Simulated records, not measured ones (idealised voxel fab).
voxel wiring stack: a process module
265 nm wide, 5 nm square cells: that's cross-section cut.
Throughout this document, each cross-section is represented as a grid of square cells and is presented as a sequence of bands enumerated from the top downward, where a band comprises one or more rows of cells. Read a band's entry like this: the first values are the height of its top and the height of its bottom in nm, and what follows is the sequence of materials from left to right, each with its width in nm. Note that "empty" is empty space, and that a single material marked "full width" reaches across the band from edge to edge. Below 0: as-received wafer, all one material; heights counted from there. Lowest band: no bottom, goes on down, written "from 0 down". Graded width ("30..40"): value in top row of band = first number; value in bottom row = second number; row-to-row change constant. Where the words "no modifications" appear for a step, the cross-section shows no cell changed by that step; every cell remained as before. "Closed voids list": sealed empty spaces, 8 cells or more, no open way to top, listed width x height at distance, with distance from the left edge and width, height and distance in nm. What comes after the settings on a step's line is commentary from the simulator itself on that step. "overlay nm" on a masked step: distance the mask lay right of its planned place, negative for left.

### This section lists the process steps that were planned
1 RECEIVE [material Si]
2 CONFORMAL_DEP [material SiO2] [thk nm 10]
3 CONFORMAL_DEP [material SiN] [thk nm 5]
4 DIRECTIONAL_DEP [material lowk] [thk nm 15]
5 PATTERN [tone open] [mask id METAL_1] [material resist] [width nm 30] [pitch nm 60] [thk nm 20] [overlay nm -15]
6 DIRECTIONAL_ETCH [etch materials lowk] [depth nm 15]
7 DIRECTIONAL_ETCH [etch materials SiN] [depth nm 5]
8 STRIP [etch materials resist]
9 CONFORMAL_DEP [material TiN] [thk nm 5]
10 FILL_DEP [material Cu] [thk nm 10]
11 CMP [height nm 30]
12 CONFORMAL_DEP [material SiCN] [thk nm 5]
13 DIRECTIONAL_DEP [material lowk] [thk nm 25]
14 DIRECTIONAL_DEP [material aC] [thk nm 10]
15 PATTERN [tone open] [mask id METAL_2] [material resist] [width nm 30] [pitch nm 60] [thk nm 30] [overlay nm 0]
16 DIRECTIONAL_ETCH [etch materials aC] [depth nm 10]
17 STRIP [etch materials resist]
18 DIRECTIONAL_ETCH [etch materials lowk] [depth nm 15]
19 STRIP [etch materials aC]
20 DIRECTIONAL_DEP [material aC] [thk nm 10]
21 PATTERN [tone open] [mask id METAL_2_HOLES] [material resist] [width nm 15] [thk nm 30] [overlay nm 0]
22 DIRECTIONAL_ETCH [etch materials aC] [depth nm 10]
23 STRIP [etch materials resist]
24 DIRECTIONAL_ETCH [etch materials lowk] [depth nm 10]
25 DIRECTIONAL_ETCH [etch materials SiCN] [depth nm 5]
26 STRIP [etch materials aC]
27 CONFORMAL_DEP [material TiN] [thk nm 5]
28 FILL_DEP [material Cu] [thk nm 5]
29 CMP [height nm 60]
30 CONFORMAL_DEP [material SiN] [thk nm 5]
Every wafer here starts from the same state; it is the step 5 overlay nm that distinguishes them, and the value the plan gives belongs to the first wafer.

### Cross-sectional view of the first of several wafers in the as-received condition, corresponding to the state following step 1
from 0 down: Si full width
Closed voids list: none

### Tabulated below, wafer by wafer, are the end-of-module results: for each material, the number of cells gained (+) or lost (-) relative to the as-received state, followed by the closed voids
overlay nm -15 | +43 Cu | +50 SiCN | +94 SiN | +106 SiO2 | +50 TiN | +346 lowk | Closed voids list: none
overlay nm -10 | +43 Cu | +50 SiCN | +94 SiN | +106 SiO2 | +50 TiN | +346 lowk | Closed voids list: none
overlay nm -5 | +43 Cu | +50 SiCN | +94 SiN | +106 SiO2 | +50 TiN | +346 lowk | Closed voids list: none
overlay nm 0 | +43 Cu | +50 SiCN | +94 SiN | +106 SiO2 | +50 TiN | +346 lowk | Closed voids list: none
overlay nm 5 | +43 Cu | +50 SiCN | +94 SiN | +106 SiO2 | +50 TiN | +346 lowk | Closed voids list: none
overlay nm 10 | +43 Cu | +50 SiCN | +94 SiN | +106 SiO2 | +50 TiN | +346 lowk | Closed voids list: none
overlay nm 15 | +43 Cu | +50 SiCN | +94 SiN | +106 SiO2 | +50 TiN | +346 lowk | Closed voids list: none
